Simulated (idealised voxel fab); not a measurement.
Presented below is a process module, voxel self aligned contacts.
We display cut, a cross-section 170 nm in width whose square cells are each 5 nm.
The cross-sections in this document take the form of a grid made of square cells. They are written out as bands, in order from top to bottom. Each band consists of one or more rows of cells. Basically the band line says how high the top is and how high the bottom is, in nm, and then what's in it from left to right, every material with its width in nm. Empty space shows up as "empty", and if a single material carries "edge to edge" it runs the full band edge to edge. The level at which height equals 0 is the one under which the wafer, as it arrives, is entirely one material. No lower edge exists for the bottom band, which continues downward and is notated as in "0 nm and below". Note: "30->40" means the width goes from the first number (top row of the band) to the second number (bottom row) in equal steps per row of cells. Take "no change occurred" at face value: in the step it is given for, the cross-section changed in none of its cells. Closed empty spaces (no open way to the top) of 8 cells or more are what "Voids lacking openings" lists, each as width x height at distance from the left edge, nm for all three. What comes after the settings on a step's line is commentary from the simulator itself on that step. overlay nm: mask offset rightward from planned place, masked step; negative means leftward offset. Guide to the pairs. Each holds a before and an after cross-section around one process step; the after cross-section is cut off at the lowest band that changed. Look under the pair for the step between them and its settings. Pairs can come from different runs of this module on the same starting wafer, so a pair follows on from the one above it only where its entry headed "Pre-step cross-section" says it does.

Pre-step cross-section
  55 nm to 50 nm: SiO2 (65), then empty (35), then SiO2 (70)
  50 nm to 35 nm: SiO2 (40), then SiN (35), then empty (15), then SiN (35), then SiO2 (45)
  35 nm to 30 nm: SiN edge to edge
  30 nm to 0 nm: polySi edge to edge
  0 nm to -5 nm: SiO2 edge to edge
  -5 nm and below: Si edge to edge
  Voids lacking openings: none

Post-Step Geometry
  60 nm to 55 nm: TiN (70), then empty (25), then TiN (75)
  55 nm to 50 nm: SiO2 (65), then TiN (15), then empty (5), then TiN (15), then SiO2 (70)
  50 nm to 40 nm: SiO2 (40), then SiN (35), then TiN (5), then empty (5), then TiN (5), then SiN (35), then SiO2 (45)
  40 nm to 35 nm: SiO2 (40), then SiN (35), then TiN (15), then SiN (35), then SiO2 (45)
  Everything below 35 is unchanged.
  Voids lacking openings: none
The step occurring between the two cross-sections depicted above is identified as CONFORMAL_DEP [material TiN] [thk nm 5]

Pre-step cross-section: The pre-step condition corresponds to the post-step cross-section depicted in the pair directly above.

Post-Step Geometry
  70 nm to 60 nm: W edge to edge
  60 nm to 55 nm: TiN (70), then W (25), then TiN (75)
  55 nm to 50 nm: SiO2 (65), then TiN (15), then W (5), then TiN (15), then SiO2 (70)
  50 nm to 40 nm: SiO2 (40), then SiN (35), then TiN (5), then W (5), then TiN (5), then SiN (35), then SiO2 (45)
  Everything below 40 is unchanged.
  Voids lacking openings: none
The step occurring between the two cross-sections depicted above is identified as FILL_DEP [material W] [thk nm 10]

Pre-step cross-section: The pre-step condition corresponds to the post-step cross-section depicted in the pair directly above.

Post-Step Geometry
  55 nm to 50 nm: SiO2 (65), then TiN (15), then W (5), then TiN (15), then SiO2 (70)
  Everything below 50 is unchanged.
  Voids lacking openings: none
The step occurring between the two cross-sections depicted above is identified as CMP [height nm 55]

Pre-step cross-section: The pre-step condition corresponds to the post-step cross-section depicted in the pair directly above.

Post-Step Geometry
  60 nm to 55 nm: SiCN edge to edge
  Everything below 55 is unchanged.
  Voids lacking openings: none
The step occurring between the two cross-sections depicted above is identified as CONFORMAL_DEP [material SiCN] [thk nm 5]

Pre-step cross-section
  55 nm to 50 nm: SiO2 edge to edge
  50 nm to 30 nm: SiO2 (40), then SiN (35), then SiO2 (15), then SiN (35), then SiO2 (45)
  30 nm to 0 nm: SiO2 (40), then SiN (5), then polySi (25), then SiN (5), then SiO2 (15), then SiN (5), then polySi (25), then SiN (5), then SiO2 (45)
  0 nm to -5 nm: SiO2 edge to edge
  -5 nm and below: Si edge to edge
  Voids lacking openings: none

Post-Step Geometry
  55 nm to 50 nm: SiO2 (60), then empty (45), then SiO2 (65)
  50 nm to 30 nm: SiO2 (40), then SiN (35), then empty (15), then SiN (35), then SiO2 (45)
  30 nm to 0 nm: SiO2 (40), then SiN (5), then polySi (25), then SiN (5), then empty (15), then SiN (5), then polySi (25), then SiN (5), then SiO2 (45)
  0 nm to -5 nm: SiO2 (75), then empty (15), then SiO2 (80)
  Everything below -5 is unchanged.
  Voids lacking openings: none
The step occurring between the two cross-sections depicted above is identified as MASKED_ETCH [tone open] [mask id CONTACT] [width nm 45] [etch materials SiO2] [depth nm 60] [overlay nm 0]

Pre-step cross-section: The pre-step condition corresponds to the post-step cross-section depicted in the pair directly above.

Post-Step Geometry
  60 nm to 55 nm: TiN (65), then empty (35), then TiN (70)
  55 nm to 50 nm: SiO2 (60), then TiN (20), then empty (5), then TiN (20), then SiO2 (65)
  50 nm to 30 nm: SiO2 (40), then SiN (35), then TiN (5), then empty (5), then TiN (5), then SiN (35), then SiO2 (45)
  30 nm to 0 nm: SiO2 (40), then SiN (5), then polySi (25), then SiN (5), then TiN (5), then empty (5), then TiN (5), then SiN (5), then polySi (25), then SiN (5), then SiO2 (45)
  0 nm to -5 nm: SiO2 (75), then TiN (15), then SiO2 (80)
  Everything below -5 is unchanged.
  Voids lacking openings: none
The step occurring between the two cross-sections depicted above is identified as CONFORMAL_DEP [material TiN] [thk nm 5]

Pre-step cross-section: The pre-step condition corresponds to the post-step cross-section depicted in the pair directly above.

Post-Step Geometry
  70 nm to 60 nm: W edge to edge
  60 nm to 55 nm: TiN (65), then W (35), then TiN (70)
  55 nm to 50 nm: SiO2 (60), then TiN (20), then W (5), then TiN (20), then SiO2 (65)
  50 nm to 30 nm: SiO2 (40), then SiN (35), then TiN (5), then W (5), then TiN (5), then SiN (35), then SiO2 (45)
  30 nm to 0 nm: SiO2 (40), then SiN (5), then polySi (25), then SiN (5), then TiN (5), then W (5), then TiN (5), then SiN (5), then polySi (25), then SiN (5), then SiO2 (45)
  Everything below 0 is unchanged.
  Voids lacking openings: none
The step occurring between the two cross-sections depicted above is identified as FILL_DEP [material W] [thk nm 10]

Pre-step cross-section: The pre-step condition corresponds to the post-step cross-section depicted in the pair directly above.

Post-Step Geometry
  55 nm to 50 nm: SiO2 (60), then TiN (20), then W (5), then TiN (20), then SiO2 (65)
  Everything below 50 is unchanged.
  Voids lacking openings: none
The step occurring between the two cross-sections depicted above is identified as CMP [height nm 55]

Pre-step cross-section: The pre-step condition corresponds to the post-step cross-section depicted in the pair directly above.

Post-Step Geometry
  60 nm to 55 nm: SiCN edge to edge
  Everything below 55 is unchanged.
  Voids lacking openings: none
The step occurring between the two cross-sections depicted above is identified as CONFORMAL_DEP [material SiCN] [thk nm 5]

Pre-step cross-section
  50 nm to 30 nm: SiN edge to edge
  30 nm to 0 nm: polySi edge to edge
  0 nm to -5 nm: SiO2 edge to edge
  -5 nm and below: Si edge to edge
  Voids lacking openings: none

Post-Step Geometry
  70 nm to 50 nm: empty (50), then resist (25), then empty (25), then resist (25), then empty (45)
  Everything below 50 is unchanged.
  Voids lacking openings: none
The step occurring between the two cross-sections depicted above is identified as PATTERN [tone cover] [mask id GATE] [material resist] [width nm 25] [pitch nm 50] [thk nm 20] [overlay nm 5]

Pre-step cross-section: The pre-step condition corresponds to the post-step cross-section depicted in the pair directly above.

Post-Step Geometry
  70 nm to 50 nm: empty (50), then resist (25), then empty (25), then resist (25), then empty (45)
  50 nm to 30 nm: empty (50), then SiN (25), then empty (25), then SiN (25), then empty (45)
  Everything below 30 is unchanged.
  Voids lacking openings: none
The step occurring between the two cross-sections depicted above is identified as DIRECTIONAL_ETCH [etch materials SiN] [depth nm 20]

Pre-step cross-section: The pre-step condition corresponds to the post-step cross-section depicted in the pair directly above.

Post-Step Geometry
  70 nm to 50 nm: empty (50), then resist (25), then empty (25), then resist (25), then empty (45)
  50 nm to 30 nm: empty (50), then SiN (25), then empty (25), then SiN (25), then empty (45)
  30 nm to 0 nm: empty (50), then polySi (25), then empty (25), then polySi (25), then empty (45)
  Everything below 0 is unchanged.
  Voids lacking openings: none
The step occurring between the two cross-sections depicted above is identified as DIRECTIONAL_ETCH [etch materials polySi] [depth nm 30]

Pre-step cross-section: The pre-step condition corresponds to the post-step cross-section depicted in the pair directly above.

Post-Step Geometry
  50 nm to 30 nm: empty (50), then SiN (25), then empty (25), then SiN (25), then empty (45)
  Everything below 30 is unchanged.
  Voids lacking openings: none
The step occurring between the two cross-sections depicted above is identified as STRIP [etch materials resist]

Pre-step cross-section: The pre-step condition corresponds to the post-step cross-section depicted in the pair directly above.

Post-Step Geometry
  55 nm to 30 nm: empty (45), then SiN (35), then empty (15), then SiN (35), then empty (40)
  30 nm to 5 nm: empty (45), then SiN (5), then polySi (25), then SiN (5), then empty (15), then SiN (5), then polySi (25), then SiN (5), then empty (40)
  5 nm to 0 nm: SiN (50), then polySi (25), then SiN (25), then polySi (25), then SiN (45)
  Everything below 0 is unchanged.
  Voids lacking openings: none
The step occurring between the two cross-sections depicted above is identified as CONFORMAL_DEP [material SiN] [thk nm 5]

Pre-step cross-section: The pre-step condition corresponds to the post-step cross-section depicted in the pair directly above.

Post-Step Geometry
  50 nm to 30 nm: empty (45), then SiN (35), then empty (15), then SiN (35), then empty (40)
  30 nm to 0 nm: empty (45), then SiN (5), then polySi (25), then SiN (5), then empty (15), then SiN (5), then polySi (25), then SiN (5), then empty (40)
  Everything below 0 is unchanged.
  Voids lacking openings: none
The step occurring between the two cross-sections depicted above is identified as DIRECTIONAL_ETCH [etch materials SiN] [depth nm 5]

Pre-step cross-section: The pre-step condition corresponds to the post-step cross-section depicted in the pair directly above.

Post-Step Geometry
  65 nm to 50 nm: SiO2 edge to edge
  50 nm to 30 nm: SiO2 (45), then SiN (35), then SiO2 (15), then SiN (35), then SiO2 (40)
  30 nm to 0 nm: SiO2 (45), then SiN (5), then polySi (25), then SiN (5), then SiO2 (15), then SiN (5), then polySi (25), then SiN (5), then SiO2 (40)
  Everything below 0 is unchanged.
  Voids lacking openings: none
The step occurring between the two cross-sections depicted above is identified as FILL_DEP [material SiO2] [thk nm 15]

Pre-step cross-section: The pre-step condition corresponds to the post-step cross-section depicted in the pair directly above.

Post-Step Geometry
  55 nm to 50 nm: SiO2 edge to edge
  Everything below 50 is unchanged.
  Voids lacking openings: none
The step occurring between the two cross-sections depicted above is identified as CMP [height nm 55]

Pre-step cross-section: The pre-step condition corresponds to the post-step cross-section depicted in the pair directly above.

Post-Step Geometry
  55 nm to 50 nm: SiO2 (65), then empty (35), then SiO2 (70)
  50 nm to 30 nm: SiO2 (45), then SiN (35), then empty (15), then SiN (35), then SiO2 (40)
  30 nm to 0 nm: SiO2 (45), then SiN (5), then polySi (25), then SiN (5), then empty (15), then SiN (5), then polySi (25), then SiN (5), then SiO2 (40)
  0 nm to -5 nm: SiO2 (80), then empty (15), then SiO2 (75)
  Everything below -5 is unchanged.
  Voids lacking openings: none
The step occurring between the two cross-sections depicted above is identified as MASKED_ETCH [tone open] [mask id CONTACT] [width nm 35] [etch materials SiO2] [depth nm 60] [overlay nm 0]

Pre-step cross-section: The pre-step condition corresponds to the post-step cross-section depicted in the pair directly above.

Post-Step Geometry
  60 nm to 55 nm: TiN (70), then empty (25), then TiN (75)
  55 nm to 50 nm: SiO2 (65), then TiN (20), then empty (5), then TiN (10), then SiO2 (70)
  50 nm to 30 nm: SiO2 (45), then SiN (35), then TiN (5), then empty (5), then TiN (5), then SiN (35), then SiO2 (40)
  30 nm to 0 nm: SiO2 (45), then SiN (5), then polySi (25), then SiN (5), then TiN (5), then empty (5), then TiN (5), then SiN (5), then polySi (25), then SiN (5), then SiO2 (40)
  0 nm to -5 nm: SiO2 (80), then TiN (15), then SiO2 (75)
  Everything below -5 is unchanged.
  Voids lacking openings: none
The step occurring between the two cross-sections depicted above is identified as CONFORMAL_DEP [material TiN] [thk nm 5]

Pre-step cross-section: The pre-step condition corresponds to the post-step cross-section depicted in the pair directly above.

Post-Step Geometry
  70 nm to 60 nm: W edge to edge
  60 nm to 55 nm: TiN (70), then W (25), then TiN (75)
  55 nm to 50 nm: SiO2 (65), then TiN (20), then W (5), then TiN (10), then SiO2 (70)
  50 nm to 30 nm: SiO2 (45), then SiN (35), then TiN (5), then W (5), then TiN (5), then SiN (35), then SiO2 (40)
  30 nm to 0 nm: SiO2 (45), then SiN (5), then polySi (25), then SiN (5), then TiN (5), then W (5), then TiN (5), then SiN (5), then polySi (25), then SiN (5), then SiO2 (40)
  Everything below 0 is unchanged.
  Voids lacking openings: none
The step occurring between the two cross-sections depicted above is identified as FILL_DEP [material W] [thk nm 10]

Pre-step cross-section: The pre-step condition corresponds to the post-step cross-section depicted in the pair directly above.

Post-Step Geometry
  55 nm to 50 nm: SiO2 (65), then TiN (20), then W (5), then TiN (10), then SiO2 (70)
  Everything below 50 is unchanged.
  Voids lacking openings: none
The step occurring between the two cross-sections depicted above is identified as CMP [height nm 55]

Pre-step cross-section: The pre-step condition corresponds to the post-step cross-section depicted in the pair directly above.

Post-Step Geometry
  60 nm to 55 nm: SiCN edge to edge
  Everything below 55 is unchanged.
  Voids lacking openings: none
The step occurring between the two cross-sections depicted above is identified as CONFORMAL_DEP [material SiCN] [thk nm 5]

Pre-step cross-section
  55 nm to 50 nm: SiO2 (65), then TiN (15), then W (5), then TiN (15), then SiO2 (70)
  50 nm to 30 nm: SiO2 (40), then SiN (35), then TiN (5), then W (5), then TiN (5), then SiN (35), then SiO2 (45)
  30 nm to 0 nm: SiO2 (40), then SiN (5), then polySi (25), then SiN (5), then TiN (5), then W (5), then TiN (5), then SiN (5), then polySi (25), then SiN (5), then SiO2 (45)
  0 nm to -5 nm: SiO2 (75), then TiN (15), then SiO2 (80)
  -5 nm and below: Si edge to edge
  Voids lacking openings: none

Post-Step Geometry
  60 nm to 55 nm: TiN edge to edge
  Everything below 55 is unchanged.
  Voids lacking openings: none
The step occurring between the two cross-sections depicted above is identified as CONFORMAL_DEP [material TiN] [thk nm 5]

Pre-step cross-section
  50 nm to 30 nm: SiN edge to edge
  30 nm to 0 nm: polySi edge to edge
  0 nm to -5 nm: SiO2 edge to edge
  -5 nm and below: Si edge to edge
  Voids lacking openings: none

Post-Step Geometry
  70 nm to 50 nm: resist (45), then empty (25), then resist (25), then empty (25), then resist (50)
  Everything below 50 is unchanged.
  Voids lacking openings: none
The step occurring between the two cross-sections depicted above is identified as PATTERN [tone open] [mask id GATE] [material resist] [width nm 25] [pitch nm 50] [thk nm 20] [overlay nm 0]

Pre-step cross-section: The pre-step condition corresponds to the post-step cross-section depicted in the pair directly above.

Post-Step Geometry
  70 nm to 50 nm: resist (45), then empty (25), then resist (25), then empty (25), then resist (50)
  50 nm to 30 nm: SiN (45), then empty (25), then SiN (25), then empty (25), then SiN (50)
  Everything below 30 is unchanged.
  Voids lacking openings: none
The step occurring between the two cross-sections depicted above is identified as DIRECTIONAL_ETCH [etch materials SiN] [depth nm 20]

Pre-step cross-section: The pre-step condition corresponds to the post-step cross-section depicted in the pair directly above.

Post-Step Geometry
  70 nm to 50 nm: resist (45), then empty (25), then resist (25), then empty (25), then resist (50)
  50 nm to 30 nm: SiN (45), then empty (25), then SiN (25), then empty (25), then SiN (50)
  30 nm to 0 nm: polySi (45), then empty (25), then polySi (25), then empty (25), then polySi (50)
  Everything below 0 is unchanged.
  Voids lacking openings: none
The step occurring between the two cross-sections depicted above is identified as DIRECTIONAL_ETCH [etch materials polySi] [depth nm 30]

Pre-step cross-section: The pre-step condition corresponds to the post-step cross-section depicted in the pair directly above.

Post-Step Geometry
  50 nm to 30 nm: SiN (45), then empty (25), then SiN (25), then empty (25), then SiN (50)
  Everything below 30 is unchanged.
  Voids lacking openings: none
The step occurring between the two cross-sections depicted above is identified as STRIP [etch materials resist]

Pre-step cross-section: The pre-step condition corresponds to the post-step cross-section depicted in the pair directly above.

Post-Step Geometry
  55 nm to 30 nm: SiN (50), then empty (15), then SiN (35), then empty (15), then SiN (55)
  30 nm to 5 nm: polySi (45), then SiN (5), then empty (15), then SiN (5), then polySi (25), then SiN (5), then empty (15), then SiN (5), then polySi (50)
  5 nm to 0 nm: polySi (45), then SiN (25), then polySi (25), then SiN (25), then polySi (50)
  Everything below 0 is unchanged.
  Voids lacking openings: none
The step occurring between the two cross-sections depicted above is identified as CONFORMAL_DEP [material SiN] [thk nm 5]

Pre-step cross-section: The pre-step condition corresponds to the post-step cross-section depicted in the pair directly above.

Post-Step Geometry
  50 nm to 30 nm: SiN (50), then empty (15), then SiN (35), then empty (15), then SiN (55)
  30 nm to 0 nm: polySi (45), then SiN (5), then empty (15), then SiN (5), then polySi (25), then SiN (5), then empty (15), then SiN (5), then polySi (50)
  Everything below 0 is unchanged.
  Voids lacking openings: none
The step occurring between the two cross-sections depicted above is identified as DIRECTIONAL_ETCH [etch materials SiN] [depth nm 5]

Pre-step cross-section: The pre-step condition corresponds to the post-step cross-section depicted in the pair directly above.

Post-Step Geometry
  65 nm to 50 nm: SiO2 edge to edge
  50 nm to 30 nm: SiN (50), then SiO2 (15), then SiN (35), then SiO2 (15), then SiN (55)
  30 nm to 0 nm: polySi (45), then SiN (5), then SiO2 (15), then SiN (5), then polySi (25), then SiN (5), then SiO2 (15), then SiN (5), then polySi (50)
  Everything below 0 is unchanged.
  Voids lacking openings: none
The step occurring between the two cross-sections depicted above is identified as FILL_DEP [material SiO2] [thk nm 15]

Pre-step cross-section: The pre-step condition corresponds to the post-step cross-section depicted in the pair directly above.

Post-Step Geometry
  55 nm to 50 nm: SiO2 edge to edge
  Everything below 50 is unchanged.
  Voids lacking openings: none
The step occurring between the two cross-sections depicted above is identified as CMP [height nm 55]

Pre-step cross-section: The pre-step condition corresponds to the post-step cross-section depicted in the pair directly above.

Post-Step Geometry
  55 nm to 50 nm: SiO2 (65), then empty (35), then SiO2 (70)
  Everything below 50 is unchanged.
  Voids lacking openings: none
The step occurring between the two cross-sections depicted above is identified as MASKED_ETCH [tone open] [mask id CONTACT] [width nm 35] [etch materials SiO2] [depth nm 60] [overlay nm 0]

Pre-step cross-section: The pre-step condition corresponds to the post-step cross-section depicted in the pair directly above.

Post-Step Geometry
  60 nm to 55 nm: TiN (70), then empty (25), then TiN (75)
  55 nm to 50 nm: SiO2 (65), then TiN (35), then SiO2 (70)
  Everything below 50 is unchanged.
  Voids lacking openings: none
The step occurring between the two cross-sections depicted above is identified as CONFORMAL_DEP [material TiN] [thk nm 5]

Pre-step cross-section: The pre-step condition corresponds to the post-step cross-section depicted in the pair directly above.

Post-Step Geometry
  70 nm to 60 nm: W edge to edge
  60 nm to 55 nm: TiN (70), then W (25), then TiN (75)
  Everything below 55 is unchanged.
  Voids lacking openings: none
The step occurring between the two cross-sections depicted above is identified as FILL_DEP [material W] [thk nm 10]

Pre-step cross-section: The pre-step condition corresponds to the post-step cross-section depicted in the pair directly above.

Post-Step Geometry
  55 nm to 50 nm: SiO2 (65), then TiN (35), then SiO2 (70)
  Everything below 50 is unchanged.
  Voids lacking openings: none
The step occurring between the two cross-sections depicted above is identified as CMP [height nm 55]

Pre-step cross-section: The pre-step condition corresponds to the post-step cross-section depicted in the pair directly above.

Post-Step Geometry
  60 nm to 55 nm: SiCN edge to edge
  Everything below 55 is unchanged.
  Voids lacking openings: none
The step occurring between the two cross-sections depicted above is identified as CONFORMAL_DEP [material SiCN] [thk nm 5]
